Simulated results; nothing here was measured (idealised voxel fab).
Presented below is a process module, voxel transistor to metal.
Square cell edge 5 nm, section width 170 nm, ID cut.
Cross-section, as written here: a square-cell grid given band by band from the top down, where a band holds one or more rows of cells.
Per band: top height and bottom height in nm, followed by the left-to-right materials and their widths in nm; "full width" marks a single material spanning edge to edge, "blank" marks empty space.
Basically, 0 is our baseline, since under it the wafer straight out of the box is all one material. The bottom band has no lower end and keeps on going down, so it looks like "0 and below".
A width given as "30 to 40" starts at the first number in the band's top row and ends at the second number in its bottom row, shifting by an equal amount at every step from row to row.
Where a step carries "stayed the same", the cross-section came out of it unchanged, cell for cell.
If an empty space has no open way to the top and is at least 8 cells in size, "Catalogued sealed voids" lists it, written width x height at distance, where distance is measured from the left edge and every value is in nm.
On each step's line, the part that comes after the settings is the simulator's own comment on the step.
overlay nm: where the mask lay relative to plan, measured to the right, on steps with a mask; negatives go left.
List of planned process steps
1 RECEIVE (material Si)
2 OXIDIZE (depth nm 5)
3 CONFORMAL_DEP (material SiN; thk nm 15)
4 DIRECTIONAL_DEP (material aC; thk nm 15)
5 PATTERN (tone cover; mask id ACTIVE; material resist; width nm 115; thk nm 30; overlay nm 0)
6 DIRECTIONAL_ETCH (etch materials aC; depth nm 15)
7 STRIP (etch materials resist)
8 DIRECTIONAL_ETCH (etch materials SiN; depth nm 15)
9 DIRECTIONAL_ETCH (etch materials SiO2; depth nm 5)
10 DIRECTIONAL_ETCH (etch materials Si; depth nm 30)
11 STRIP (etch materials aC)
12 OXIDIZE (depth nm 5)
13 FILL_DEP (material SiO2; thk nm 5)
14 CMP (height nm 15)
15 SELECTIVE_ETCH (etch materials SiO2; depth nm 10)
16 STRIP (etch materials SiN)
17 SELECTIVE_ETCH (etch materials SiO2; depth nm 5)
18 OXIDIZE (depth nm 5)
19 DIRECTIONAL_DEP (material polySi; thk nm 30)
20 DIRECTIONAL_DEP (material SiCN; thk nm 10)
21 DIRECTIONAL_DEP (material aC; thk nm 10)
22 PATTERN (tone cover; mask id GATE; material resist; width nm 25; thk nm 30; overlay nm 0)
23 DIRECTIONAL_ETCH (etch materials aC; depth nm 10)
24 STRIP (etch materials resist)
25 DIRECTIONAL_ETCH (etch materials SiCN; depth nm 20)
26 DIRECTIONAL_ETCH (etch materials polySi; depth nm 40)
27 STRIP (etch materials aC)
28 CONFORMAL_DEP (material SiO2; thk nm 5)
29 DIRECTIONAL_ETCH (etch materials SiO2; depth nm 5)
30 CONFORMAL_DEP (material SiN; thk nm 5)
31 DIRECTIONAL_ETCH (etch materials SiN; depth nm 5)
32 DIRECTIONAL_ETCH (etch materials SiO2; depth nm 5)
33 EPI (material nSi; thk nm 5)
34 FILL_DEP (material SiO2; thk nm 5)
35 CMP (height nm 35)
36 DIRECTIONAL_DEP (material SiO2; thk nm 10)
37 DIRECTIONAL_DEP (material aC; thk nm 10)
38 PATTERN (tone open; mask id CONTACT; material resist; width nm 30; pitch nm 65; thk nm 30; overlay nm 0)
39 DIRECTIONAL_ETCH (etch materials aC; depth nm 10)
40 STRIP (etch materials resist)
41 DIRECTIONAL_ETCH (etch materials SiO2; depth nm 50)
42 STRIP (etch materials aC)
43 CONFORMAL_DEP (material TiN; thk nm 5)
44 FILL_DEP (material Ru; thk nm 10)
45 CMP (height nm 45)
46 DIRECTIONAL_DEP (material TiN; thk nm 5)
47 DIRECTIONAL_DEP (material Ru; thk nm 20)
48 MASKED_ETCH (tone cover; mask id METAL_1; width nm 15; pitch nm 80; etch materials Ru; depth nm 20; overlay nm 0)
49 MASKED_ETCH (tone cover; mask id METAL_1; width nm 15; pitch nm 80; etch materials TiN; depth nm 5; overlay nm 0)
50 FILL_DEP (material SiO2; thk nm 10)
51 CMP (height nm 70)
52 CONFORMAL_DEP (material SiCN; thk nm 5)
53 DIRECTIONAL_DEP (material SiO2; thk nm 30)
54 MASKED_ETCH (tone open; mask id METAL_2; width nm 15; pitch nm 80; etch materials SiO2; depth nm 15; overlay nm 0)
55 DIRECTIONAL_DEP (material aC; thk nm 10)
56 PATTERN (tone open; mask id METAL_2_HOLES; material resist; width nm 15; pitch nm 80; thk nm 25; overlay nm 0)
57 DIRECTIONAL_ETCH (etch materials aC; depth nm 10)
58 STRIP (etch materials resist)
59 DIRECTIONAL_ETCH (etch materials SiO2; depth nm 15)
60 DIRECTIONAL_ETCH (etch materials SiCN; depth nm 5)
61 STRIP (etch materials aC)
62 CONFORMAL_DEP (material TiN; thk nm 5)
63 FILL_DEP (material Cu; thk nm 10)
64 CMP (height nm 105)
65 CONFORMAL_DEP (material SiN; thk nm 5)
Delivered wafer in cross-section: state after step 1
  0 and below | Si full width
  Catalogued sealed voids: none
Cross-section taken at module completion on the first of two wafers; processed per the plan
  110 down to 105 | SiN full width
  105 down to 75 | 35 of SiO2 / 5 of TiN / 5 of Cu / 5 of TiN / 65 of SiO2 / 5 of TiN / 5 of Cu / 5 of TiN / 40 of SiO2
  75 down to 70 | 35 of SiCN / 15 of TiN / 65 of SiCN / 15 of TiN / 40 of SiCN
  70 down to 50 | 35 of SiO2 / 15 of Ru / 65 of SiO2 / 15 of Ru / 40 of SiO2
  50 down to 45 | 35 of SiO2 / 15 of TiN / 65 of SiO2 / 15 of TiN / 40 of SiO2
  45 down to 35 | 35 of SiO2 / 5 of TiN / 20 to 15 of Ru / 5 to 10 of TiN / 35 of SiO2 / 5 to 10 of TiN / 20 to 15 of Ru / 5 of TiN / 40 of SiO2
  35 down to 25 | 35 of SiO2 / 5 of TiN / 15 of Ru / 5 of TiN / 5 of SiN / 5 of SiO2 / 25 of SiCN / 5 of SiO2 / 5 of SiN / 5 of TiN / 15 of Ru / 5 of TiN / 40 of SiO2
  25 down to 0 | 35 of SiO2 / 5 of TiN / 15 of Ru / 5 of TiN / 5 of SiN / 5 of SiO2 / 25 of polySi / 5 of SiO2 / 5 of SiN / 5 of TiN / 15 of Ru / 5 of TiN / 40 of SiO2
  0 down to -5 | 25 of SiO2 / 5 of SiN / 5 of SiO2 / 25 of TiN / 5 of SiN / 5 of SiO2 / 25 of polySi / 5 of SiO2 / 5 of SiN / 25 of TiN / 5 of SiO2 / 5 of SiN / 30 of SiO2
  -5 down to -10 | 30 of SiO2 / 30 of nSi / 45 of SiO2 / 30 of nSi / 35 of SiO2
  -10 down to -40 | 30 of SiO2 / 105 of Si / 35 of SiO2
  -40 and below | Si full width
  Catalogued sealed voids: none
Wafer two, sectioned after the module: the first wafer's start, the first wafer's plan, and one mistake in how it was run
  110 down to 105 | SiN full width
  105 down to 75 | 35 of SiO2 / 5 of TiN / 5 of Cu / 5 of TiN / 65 of SiO2 / 5 of TiN / 5 of Cu / 5 of TiN / 40 of SiO2
  75 down to 70 | 35 of SiCN / 15 of TiN / 65 of SiCN / 15 of TiN / 40 of SiCN
  70 down to 50 | 35 of SiO2 / 15 of Ru / 65 of SiO2 / 15 of Ru / 40 of SiO2
  50 down to 45 | 35 of SiO2 / 15 of TiN / 65 of SiO2 / 15 of TiN / 40 of SiO2
  45 down to 35 | 35 of SiO2 / 5 of TiN / 20 to 15 of Ru / 5 to 10 of TiN / 35 of SiO2 / 5 to 10 of TiN / 20 to 15 of Ru / 5 of TiN / 40 of SiO2
  35 down to 30 | 35 of SiO2 / 5 of TiN / 15 of Ru / 5 of TiN / 5 of SiN / 5 of SiO2 / 25 of SiCN / 5 of SiO2 / 5 of SiN / 5 of TiN / 15 of Ru / 5 of TiN / 40 of SiO2
  30 down to 5 | 35 of SiO2 / 5 of TiN / 15 of Ru / 5 of TiN / 5 of SiN / 5 of SiO2 / 25 of polySi / 5 of SiO2 / 5 of SiN / 5 of TiN / 15 of Ru / 5 of TiN / 40 of SiO2
  5 down to 0 | 35 of SiO2 / 25 of TiN / 5 of SiN / 5 of SiO2 / 25 of polySi / 5 of SiO2 / 5 of SiN / 25 of TiN / 40 of SiO2
  0 down to -5 | 25 of SiO2 / 35 of nSi / 45 of SiO2 / 35 of nSi / 30 of SiO2
  -5 down to -40 | 30 of SiO2 / 105 of Si / 35 of SiO2
  -40 and below | Si full width
  Catalogued sealed voids: none
Nonconformance to the process plan: steps 16 and 17 swapped
Final wafer comparison in cells, second versus first, more or fewer per material: Ru: 6 fewer, Si: 21 more, SiCN: 5 fewer, SiN: 4 fewer, SiO2: 4 fewer, TiN: 4 fewer, nSi: 2 more
